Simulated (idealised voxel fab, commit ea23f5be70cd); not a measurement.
process module | voxel fin reveal
cross-section cut | 300 nm wide | cells 5 nm
A cross-section is a grid of square cells, given in bands from the top down. A band is one or more rows of cells.
Each band's line starts with the height of the band's top and of its bottom, in nm. Then come its materials from left to right, each with its width in nm. One material with "throughout" fills the band from edge to edge. "air" is empty space.
Height 0 is the level under which the wafer as received is all one material. The lowest band goes on downwards, as in "0 down".
A width such as "30 to 40" changes by the same amount from each row of cells to the next, from the band's top row to its bottom row.
"no change" after a step means that no cell of the cross-section changed.
closed voids: empty space of 8 cells or more with no open way to the top, each as width x height at its distance from the left edge, in nm
after a step's settings: what the simulator itself notes on the step
overlay nm, on a step with a mask: how far to the right of its planned place the mask lay; to the left if negative
plan
1 op RECEIVE | material Si
2 op CONFORMAL_DEP | material SiN | thk nm 10
3 op MASKED_ETCH | tone cover | mask id FINS | width nm 15 | pitch nm 35 | etch materials SiN | depth nm 10 | overlay nm 0
4 op MASKED_ETCH | tone cover | mask id FINS | width nm 15 | pitch nm 35 | etch materials Si | depth nm 20 | overlay nm 0
5 op OXIDIZE | depth nm 5
6 op FILL_DEP | material SiO2 | thk nm 10
7 op CMP | height nm 10
8 op SELECTIVE_ETCH | etch materials SiO2 | depth nm 25
9 op STRIP | etch materials SiN
varied across the wafers: depth nm of step 4. The plan shows the first wafer's value. All wafers start alike
first wafer as received, after step 1
  0 down: Si throughout
  closed voids: none
each wafer at the end: cells of each material gained (+) or lost (-) since it was received, then its closed voids
depth nm 20 | -280 Si | +112 SiO2 | closed voids: none
depth nm 25 | -336 Si | +168 SiO2 | closed voids: none
depth nm 30 | -392 Si | +224 SiO2 | closed voids: none
depth nm 35 | -448 Si | +280 SiO2 | closed voids: none
depth nm 40 | -504 Si | +336 SiO2 | closed voids: none
depth nm 45 | -560 Si | +392 SiO2 | closed voids: none
